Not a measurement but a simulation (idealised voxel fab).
Presented below is a process module, voxel self aligned contacts.
The width of the displayed cross-section, cut, is 185 nm; its cells are square, with a size of 5 nm.
This document writes a cross-section as a grid whose cells are square, and gives it as bands, listed from the top down; one or more rows of cells form a band.
First you get the band's top height and its bottom height, in nm, and then the materials it's made of, left to right, with each width in nm. If you see a single material with "everywhere", that one covers the band edge to edge. "air" is empty space.
Height reference: 0 = level under which incoming wafer is all one material. Lowest band: no bottom, runs on downward, e.g. "0..down".
You'd read "30..40" like this: the band's top row of cells is as wide as the first number, its bottom row is as wide as the second, and going down, every row changes width by the same amount as the row before did.
"no modifications" (step): cross-section cells unchanged, all of them.
You'll see "Enclosed internal voids" listing empty spaces that have no way open to the top, as long as they're 8 cells or more; the notation is width x height at distance, where the distance is from the left edge, and all of it is in nm.
Formally, on a step line, whatever follows the settings is a remark that the simulator itself makes on the step.
You can add "overlay nm" to a step's line. For a step with a mask, it describes how far the mask lay to the right of its planned position, and a negative number describes a lay to the left.

Steps planned for the process
1: RECEIVE (material Si)
2: CONFORMAL_DEP (material SiO2; thk nm 5)
3: DIRECTIONAL_DEP (material polySi; thk nm 20)
4: DIRECTIONAL_DEP (material SiN; thk nm 20)
5: PATTERN (tone cover; mask id GATE; material resist; width nm 25; pitch nm 60; thk nm 15; overlay nm 0)
6: DIRECTIONAL_ETCH (etch materials SiN; depth nm 20)
7: DIRECTIONAL_ETCH (etch materials polySi; depth nm 20)
8: STRIP (etch materials resist)
9: CONFORMAL_DEP (material SiN; thk nm 5)
10: DIRECTIONAL_ETCH (etch materials SiN; depth nm 5)
11: FILL_DEP (material SiO2; thk nm 15)
12: CMP (height nm 50)
13: PATTERN (tone open; mask id CONTACT; material resist; width nm 45; thk nm 15; overlay nm 0)
14: DIRECTIONAL_ETCH (etch materials SiO2; depth nm 50)
15: STRIP (etch materials resist)
16: CONFORMAL_DEP (material TiN; thk nm 5)
17: FILL_DEP (material Ru; thk nm 5)
18: CMP (height nm 50)
19: CONFORMAL_DEP (material SiN; thk nm 5)

Cross-sectional view of the wafer in its as-received condition, corresponding to the state after step 1
- 0..down: Si everywhere
- Enclosed internal voids: none

The first of the two wafers as seen in cross-section once the module was finished; processing followed the plan
- 55..50: SiN everywhere
- 50..45: SiO2 70; TiN 15; Ru 15; TiN 15; SiO2 70
- 45..25: SiO2 45; SiN 35; TiN 5; Ru 15; TiN 5; SiN 35; SiO2 45
- 25..5: SiO2 45; SiN 5; polySi 25; SiN 5; TiN 5; Ru 15; TiN 5; SiN 5; polySi 25; SiN 5; SiO2 45
- 5..0: SiO2 80; TiN 25; SiO2 80
- 0..down: Si everywhere
- Enclosed internal voids: none

Second of two wafers, module complete, sectioned: it shares the first wafer's start and plan but was run with one mistake
- 55..50: SiN everywhere
- 50..45: SiO2 70; TiN 45; SiO2 70
- 45..25: SiN 55; SiO2 15; SiN 45; SiO2 15; SiN 55
- 25..5: polySi 50; SiN 5; SiO2 15; SiN 5; polySi 35; SiN 5; SiO2 15; SiN 5; polySi 50
- 5..0: SiO2 everywhere
- 0..down: Si everywhere
- Enclosed internal voids: none
Want to know what went wrong? step 5, actual vs plan mismatch, actual run PATTERN (tone open; mask id GATE; material resist; width nm 25; pitch nm 60; thk nm 15; overlay nm 0)
Materials where the second wafer ends with more or fewer cells than the first: -27 Ru; +68 SiN; -91 SiO2; -18 TiN; +68 polySi
